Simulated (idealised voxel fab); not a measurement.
process module | voxel air gaps
Each square cell in cross-section cut measures 5 nm, and the section as a whole is 300 nm wide.
Reading order for cross-sections: top band down to bottom band. Underlying form: a grid of square cells. Band size: one or more rows of cells.
A band entry consists of two parts. The first gives the height of the band's top and the height of its bottom, in nm. The rest lists the band's materials from left to right, each with its width in nm. A single material labelled with the word "edge to edge" fills the band from edge to edge, and the word "empty" marks empty space.
Height is counted from the level 0, under which the received wafer is composed throughout of one material. The lowest of the bands is not closed at the bottom but continues downward, in the notation "from 0 down".
Graded width ("30..40"): value in top row of band = first number; value in bottom row = second number; row-to-row change constant.
The designation "no change", where it is given for a processing step, indicates that no cell of the cross-section was altered in the course of that step.
For the entry "Closed void table", the listed items are empty spaces with no open way to the top whose size is 8 cells or more; each item follows the pattern width x height at distance, where distance is from the left edge and all three are in nm.
after a step's settings: what the simulator itself notes on the step
If you see "overlay nm" on a step's line and that step has a mask, it's telling you how far right of where it was planned the mask ended up; a negative number means it went left instead.
# Set out below are the planned steps of the process
- 1: RECEIVE [material Si]
- 2: CONFORMAL_DEP [material SiO2] [thk nm 10]
- 3: CONFORMAL_DEP [material SiN] [thk nm 5]
- 4: DIRECTIONAL_DEP [material SiO2] [thk nm 40]
- 5: MASKED_ETCH [tone open] [mask id LINES] [width nm 20] [pitch nm 45] [etch materials SiO2] [depth nm 40] [overlay nm 0]
- 6: CONFORMAL_DEP [material TiN] [thk nm 5]
- 7: FILL_DEP [material W] [thk nm 10]
- 8: CMP [height nm 55]
- 9: EPI [material Ru] [thk nm 10]
- 10: SELECTIVE_ETCH [etch materials SiO2] [depth nm 50]
- 11: CONFORMAL_DEP [material SiN] [thk nm 5]
# Below: the first of two wafers, run as planned
# Incoming wafer, cross-sectional view, post step 1
from 0 down  Si edge to edge
Closed void table: none
# Cross-sectional representation of the wafer at the conclusion of step 2
from 10 to 0  SiO2 edge to edge
All layers under 0 are left as they were.
# Cross-sectional representation of the wafer at the conclusion of step 3
from 15 to 10  SiN edge to edge
All layers under 10 are left as they were.
# Cross-sectional representation of the wafer at the conclusion of step 4
from 55 to 15  SiO2 edge to edge
All layers under 15 are left as they were.
# Cross-sectional representation of the wafer at the conclusion of step 5
from 55 to 15  SiO2 70; empty 20; SiO2 25; empty 20; SiO2 25; empty 20; SiO2 25; empty 20; SiO2 75
All layers under 15 are left as they were.
# Cross-sectional representation of the wafer at the conclusion of step 6
from 60 to 55  TiN 75; empty 10; TiN 35; empty 10; TiN 35; empty 10; TiN 35; empty 10; TiN 80
from 55 to 20  SiO2 70; TiN 5; empty 10; TiN 5; SiO2 25; TiN 5; empty 10; TiN 5; SiO2 25; TiN 5; empty 10; TiN 5; SiO2 25; TiN 5; empty 10; TiN 5; SiO2 75
from 20 to 15  SiO2 70; TiN 20; SiO2 25; TiN 20; SiO2 25; TiN 20; SiO2 25; TiN 20; SiO2 75
All layers under 15 are left as they were.
# Cross-sectional representation of the wafer at the conclusion of step 7
from 70 to 60  W edge to edge
from 60 to 55  TiN 75; W 10; TiN 35; W 10; TiN 35; W 10; TiN 35; W 10; TiN 80
from 55 to 20  SiO2 70; TiN 5; W 10; TiN 5; SiO2 25; TiN 5; W 10; TiN 5; SiO2 25; TiN 5; W 10; TiN 5; SiO2 25; TiN 5; W 10; TiN 5; SiO2 75
All layers under 20 are left as they were.
# Cross-sectional representation of the wafer at the conclusion of step 8
from 55 to 20  SiO2 70; TiN 5; W 10; TiN 5; SiO2 25; TiN 5; W 10; TiN 5; SiO2 25; TiN 5; W 10; TiN 5; SiO2 25; TiN 5; W 10; TiN 5; SiO2 75
All layers under 20 are left as they were.
# Cross-sectional representation of the wafer at the conclusion of step 9
from 65 to 55  empty 60; Ru 40; empty 5; Ru 40; empty 5; Ru 40; empty 5; Ru 40; empty 65
All layers under 55 are left as they were.
# Cross-sectional representation of the wafer at the conclusion of step 10
from 65 to 55  empty 60; Ru 40; empty 5; Ru 40; empty 5; Ru 40; empty 5; Ru 40; empty 65
from 55 to 20  empty 70; TiN 5; W 10; TiN 5; empty 25; TiN 5; W 10; TiN 5; empty 25; TiN 5; W 10; TiN 5; empty 25; TiN 5; W 10; TiN 5; empty 75
from 20 to 15  empty 70; TiN 20; empty 25; TiN 20; empty 25; TiN 20; empty 25; TiN 20; empty 75
All layers under 15 are left as they were.
# Cross-sectional representation of the wafer at the conclusion of step 11
from 70 to 65  empty 55; SiN 185; empty 60
from 65 to 55  empty 55; SiN 5; Ru 40; SiN 5; Ru 40; SiN 5; Ru 40; SiN 5; Ru 40; SiN 5; empty 60
from 55 to 50  empty 55; SiN 15; TiN 5; W 10; TiN 5; SiN 25; TiN 5; W 10; TiN 5; SiN 25; TiN 5; W 10; TiN 5; SiN 25; TiN 5; W 10; TiN 5; SiN 15; empty 60
from 50 to 20  empty 65; SiN 5; TiN 5; W 10; TiN 5; SiN 5; empty 15; SiN 5; TiN 5; W 10; TiN 5; SiN 5; empty 15; SiN 5; TiN 5; W 10; TiN 5; SiN 5; empty 15; SiN 5; TiN 5; W 10; TiN 5; SiN 5; empty 70
from 20 to 15  SiN 70; TiN 20; SiN 25; TiN 20; SiN 25; TiN 20; SiN 25; TiN 20; SiN 75
All layers under 15 are left as they were.
Closed void table: 15 x 30 at 95; 15 x 30 at 140; 15 x 30 at 185
# The second wafer began exactly as the first did and followed the same plan, but one mistake was made while running it; through step 7 inclusive, the two wafers are identical
# Cross-section of the second wafer when, according to plan, step 8 should have finished
from 45 to 20  SiO2 70; TiN 5; W 10; TiN 5; SiO2 25; TiN 5; W 10; TiN 5; SiO2 25; TiN 5; W 10; TiN 5; SiO2 25; TiN 5; W 10; TiN 5; SiO2 75
All layers under 20 are left as they were.
# Cross-section of the second wafer when, according to plan, step 9 should have finished
from 55 to 45  empty 60; Ru 40; empty 5; Ru 40; empty 5; Ru 40; empty 5; Ru 40; empty 65
All layers under 45 are left as they were.
# Cross-section of the second wafer when, according to plan, step 10 should have finished
from 55 to 45  empty 60; Ru 40; empty 5; Ru 40; empty 5; Ru 40; empty 5; Ru 40; empty 65
from 45 to 20  empty 70; TiN 5; W 10; TiN 5; empty 25; TiN 5; W 10; TiN 5; empty 25; TiN 5; W 10; TiN 5; empty 25; TiN 5; W 10; TiN 5; empty 75
from 20 to 15  empty 70; TiN 20; empty 25; TiN 20; empty 25; TiN 20; empty 25; TiN 20; empty 75
All layers under 15 are left as they were.
# Cross-section of the second wafer when, according to plan, step 11 should have finished
from 60 to 55  empty 55; SiN 185; empty 60
from 55 to 45  empty 55; SiN 5; Ru 40; SiN 5; Ru 40; SiN 5; Ru 40; SiN 5; Ru 40; SiN 5; empty 60
from 45 to 40  empty 55; SiN 15; TiN 5; W 10; TiN 5; SiN 25; TiN 5; W 10; TiN 5; SiN 25; TiN 5; W 10; TiN 5; SiN 25; TiN 5; W 10; TiN 5; SiN 15; empty 60
from 40 to 20  empty 65; SiN 5; TiN 5; W 10; TiN 5; SiN 5; empty 15; SiN 5; TiN 5; W 10; TiN 5; SiN 5; empty 15; SiN 5; TiN 5; W 10; TiN 5; SiN 5; empty 15; SiN 5; TiN 5; W 10; TiN 5; SiN 5; empty 70
from 20 to 15  SiN 70; TiN 20; SiN 25; TiN 20; SiN 25; TiN 20; SiN 25; TiN 20; SiN 75
All layers under 15 are left as they were.
Closed void table: 15 x 20 at 95; 15 x 20 at 140; 15 x 20 at 185
Error vs. plan: step 8 was not run as planned; what actually ran was CMP [height nm 45]
The second wafer ends with more or fewer cells of some materials than the first, per final count: 16 fewer of SiN | 16 fewer of TiN | 16 fewer of W
